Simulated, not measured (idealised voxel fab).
A process module follows: voxel self aligned contacts.
Cross-section cut spans 220 nm and uses square cells 5 nm in size.
Reading order for cross-sections: top band down to bottom band. Underlying form: a grid of square cells. Band size: one or more rows of cells. Per band: top height and bottom height in nm, followed by the left-to-right materials and their widths in nm; "all across" marks a single material spanning edge to edge, "blank" marks empty space. Beneath 0, the wafer as received is one material, and that level is where height counting begins. The lowest band goes on downward without a bottom; it is written like "0 down". Think of "30 to 40" as a width that walks from the first number to the second as you go down the band, top row to bottom row, taking equal-sized steps from row to row. Step marked "everything unchanged"? Then no cell in the cross-section changed in it. Empty spaces counting at least 8 cells and having no open way to the top are listed in "Fully closed voids". The notation width x height at distance is used for each, the distance being from the left edge and all three values in nm. Where a step's line continues beyond its settings, the continuation is a remark by the simulator itself on that step. overlay nm: mask right of planned place by this much (step with mask). Neg. = left.

**These are the steps we planned for the process**
1) RECEIVE | material Si
2) CONFORMAL_DEP | material SiO2 | thk nm 5
3) DIRECTIONAL_DEP | material polySi | thk nm 25
4) DIRECTIONAL_DEP | material SiN | thk nm 15
5) PATTERN | tone cover | mask id GATE | material resist | width nm 35 | pitch nm 70 | thk nm 20 | overlay nm 0
6) DIRECTIONAL_ETCH | etch materials SiN | depth nm 15
7) DIRECTIONAL_ETCH | etch materials polySi | depth nm 25
8) STRIP | etch materials resist
9) CONFORMAL_DEP | material SiN | thk nm 5
10) DIRECTIONAL_ETCH | etch materials SiN | depth nm 5
11) FILL_DEP | material SiO2 | thk nm 10
12) CMP | height nm 50
13) DIRECTIONAL_DEP | material aC | thk nm 10
14) PATTERN | tone open | mask id CONTACT | material resist | width nm 55 | pitch nm 70 | thk nm 30 | overlay nm 0
15) DIRECTIONAL_ETCH | etch materials aC | depth nm 10
16) STRIP | etch materials resist
17) DIRECTIONAL_ETCH | etch materials SiO2 | depth nm 50
18) STRIP | etch materials aC
19) CONFORMAL_DEP | material TiN | thk nm 5
20) FILL_DEP | material Ru | thk nm 10
21) CMP | height nm 50
22) CONFORMAL_DEP | material SiCN | thk nm 5

**Below: the first of two wafers, run as planned**

**Cross-section of the incoming wafer, state after step 1**
> 0 down  Si all across
> Fully closed voids: none

**After step 2, in cross-section**
> 5 to 0  SiO2 all across
> Everything below 0 is unchanged.

**After step 3, in cross-section**
> 30 to 5  polySi all across
> Everything below 5 is unchanged.

**After step 4, in cross-section**
> 45 to 30  SiN all across
> Everything below 30 is unchanged.

**After step 5, in cross-section**
> 65 to 45  blank 20 nm  resist 35 nm  blank 35 nm  resist 35 nm  blank 35 nm  resist 35 nm  blank 25 nm
> Everything below 45 is unchanged.

**After step 6, in cross-section**
> 65 to 45  blank 20 nm  resist 35 nm  blank 35 nm  resist 35 nm  blank 35 nm  resist 35 nm  blank 25 nm
> 45 to 30  blank 20 nm  SiN 35 nm  blank 35 nm  SiN 35 nm  blank 35 nm  SiN 35 nm  blank 25 nm
> Everything below 30 is unchanged.

**After step 7, in cross-section**
> 65 to 45  blank 20 nm  resist 35 nm  blank 35 nm  resist 35 nm  blank 35 nm  resist 35 nm  blank 25 nm
> 45 to 30  blank 20 nm  SiN 35 nm  blank 35 nm  SiN 35 nm  blank 35 nm  SiN 35 nm  blank 25 nm
> 30 to 5  blank 20 nm  polySi 35 nm  blank 35 nm  polySi 35 nm  blank 35 nm  polySi 35 nm  blank 25 nm
> Everything below 5 is unchanged.

**After step 8, in cross-section**
> 45 to 30  blank 20 nm  SiN 35 nm  blank 35 nm  SiN 35 nm  blank 35 nm  SiN 35 nm  blank 25 nm
> Everything below 30 is unchanged.

**After step 9, in cross-section**
> 50 to 30  blank 15 nm  SiN 45 nm  blank 25 nm  SiN 45 nm  blank 25 nm  SiN 45 nm  blank 20 nm
> 30 to 10  blank 15 nm  SiN 5 nm  polySi 35 nm  SiN 5 nm  blank 25 nm  SiN 5 nm  polySi 35 nm  SiN 5 nm  blank 25 nm  SiN 5 nm  polySi 35 nm  SiN 5 nm  blank 20 nm
> 10 to 5  SiN 20 nm  polySi 35 nm  SiN 35 nm  polySi 35 nm  SiN 35 nm  polySi 35 nm  SiN 25 nm
> Everything below 5 is unchanged.

**After step 10, in cross-section**
> 45 to 30  blank 15 nm  SiN 45 nm  blank 25 nm  SiN 45 nm  blank 25 nm  SiN 45 nm  blank 20 nm
> 30 to 5  blank 15 nm  SiN 5 nm  polySi 35 nm  SiN 5 nm  blank 25 nm  SiN 5 nm  polySi 35 nm  SiN 5 nm  blank 25 nm  SiN 5 nm  polySi 35 nm  SiN 5 nm  blank 20 nm
> Everything below 5 is unchanged.

**After step 11, in cross-section**
> 55 to 45  SiO2 all across
> 45 to 30  SiO2 15 nm  SiN 45 nm  SiO2 25 nm  SiN 45 nm  SiO2 25 nm  SiN 45 nm  SiO2 20 nm
> 30 to 5  SiO2 15 nm  SiN 5 nm  polySi 35 nm  SiN 5 nm  SiO2 25 nm  SiN 5 nm  polySi 35 nm  SiN 5 nm  SiO2 25 nm  SiN 5 nm  polySi 35 nm  SiN 5 nm  SiO2 20 nm
> Everything below 5 is unchanged.

**After step 12, in cross-section**
> 50 to 45  SiO2 all across
> Everything below 45 is unchanged.

**After step 13, in cross-section**
> 60 to 50  aC all across
> Everything below 50 is unchanged.

**After step 14, in cross-section**
> 90 to 60  resist 45 nm  blank 55 nm  resist 15 nm  blank 55 nm  resist 50 nm
> Everything below 60 is unchanged.

**After step 15, in cross-section**
> 80 to 60  resist 45 nm  blank 55 nm  resist 15 nm  blank 55 nm  resist 50 nm
> 60 to 50  aC 45 nm  blank 55 nm  aC 15 nm  blank 55 nm  aC 50 nm
> Everything below 50 is unchanged.

**After step 16, in cross-section**
> 60 to 50  aC 45 nm  blank 55 nm  aC 15 nm  blank 55 nm  aC 50 nm
> Everything below 50 is unchanged.

**After step 17, in cross-section**
> 60 to 50  aC 45 nm  blank 55 nm  aC 15 nm  blank 55 nm  aC 50 nm
> 50 to 45  SiO2 45 nm  blank 55 nm  SiO2 15 nm  blank 55 nm  SiO2 50 nm
> 45 to 30  SiO2 15 nm  SiN 45 nm  blank 25 nm  SiN 45 nm  blank 25 nm  SiN 45 nm  SiO2 20 nm
> 30 to 5  SiO2 15 nm  SiN 5 nm  polySi 35 nm  SiN 5 nm  blank 25 nm  SiN 5 nm  polySi 35 nm  SiN 5 nm  blank 25 nm  SiN 5 nm  polySi 35 nm  SiN 5 nm  SiO2 20 nm
> 5 to 0  SiO2 60 nm  blank 25 nm  SiO2 45 nm  blank 25 nm  SiO2 65 nm
> Everything below 0 is unchanged.

**After step 18, in cross-section**
> 50 to 45  SiO2 45 nm  blank 55 nm  SiO2 15 nm  blank 55 nm  SiO2 50 nm
> Everything below 45 is unchanged.

**After step 19, in cross-section**
> 55 to 50  TiN 50 nm  blank 45 nm  TiN 25 nm  blank 45 nm  TiN 55 nm
> 50 to 45  SiO2 45 nm  TiN 20 nm  blank 15 nm  TiN 20 nm  SiO2 15 nm  TiN 20 nm  blank 15 nm  TiN 20 nm  SiO2 50 nm
> 45 to 30  SiO2 15 nm  SiN 45 nm  TiN 5 nm  blank 15 nm  TiN 5 nm  SiN 45 nm  TiN 5 nm  blank 15 nm  TiN 5 nm  SiN 45 nm  SiO2 20 nm
> 30 to 5  SiO2 15 nm  SiN 5 nm  polySi 35 nm  SiN 5 nm  TiN 5 nm  blank 15 nm  TiN 5 nm  SiN 5 nm  polySi 35 nm  SiN 5 nm  TiN 5 nm  blank 15 nm  TiN 5 nm  SiN 5 nm  polySi 35 nm  SiN 5 nm  SiO2 20 nm
> 5 to 0  SiO2 60 nm  TiN 25 nm  SiO2 45 nm  TiN 25 nm  SiO2 65 nm
> Everything below 0 is unchanged.

**After step 20, in cross-section**
> 65 to 55  Ru all across
> 55 to 50  TiN 50 nm  Ru 45 nm  TiN 25 nm  Ru 45 nm  TiN 55 nm
> 50 to 45  SiO2 45 nm  TiN 20 nm  Ru 15 nm  TiN 20 nm  SiO2 15 nm  TiN 20 nm  Ru 15 nm  TiN 20 nm  SiO2 50 nm
> 45 to 30  SiO2 15 nm  SiN 45 nm  TiN 5 nm  Ru 15 nm  TiN 5 nm  SiN 45 nm  TiN 5 nm  Ru 15 nm  TiN 5 nm  SiN 45 nm  SiO2 20 nm
> 30 to 5  SiO2 15 nm  SiN 5 nm  polySi 35 nm  SiN 5 nm  TiN 5 nm  Ru 15 nm  TiN 5 nm  SiN 5 nm  polySi 35 nm  SiN 5 nm  TiN 5 nm  Ru 15 nm  TiN 5 nm  SiN 5 nm  polySi 35 nm  SiN 5 nm  SiO2 20 nm
> Everything below 5 is unchanged.

**After step 21, in cross-section**
> 50 to 45  SiO2 45 nm  TiN 20 nm  Ru 15 nm  TiN 20 nm  SiO2 15 nm  TiN 20 nm  Ru 15 nm  TiN 20 nm  SiO2 50 nm
> Everything below 45 is unchanged.

**After step 22, in cross-section**
> 55 to 50  SiCN all across
> Everything below 50 is unchanged.

**Wafer two: like wafer one in start and plan, but with one mistake in execution; identical up to and including step 20**

**Here is the second wafer in cross-section at the point where step 21 of the plan should have been done**
> 55 to 50  TiN 50 nm  Ru 45 nm  TiN 25 nm  Ru 45 nm  TiN 55 nm
> Everything below 50 is unchanged.

**Here is the second wafer in cross-section at the point where step 22 of the plan should have been done**
> 60 to 55  SiCN all across
> Everything below 55 is unchanged.
Error vs. plan: contrary to plan, step 21 was performed as CMP | height nm 55
Final tally in cells, some materials are higher or lower on the second wafer than on the first: 18 more of Ru, 26 more of TiN
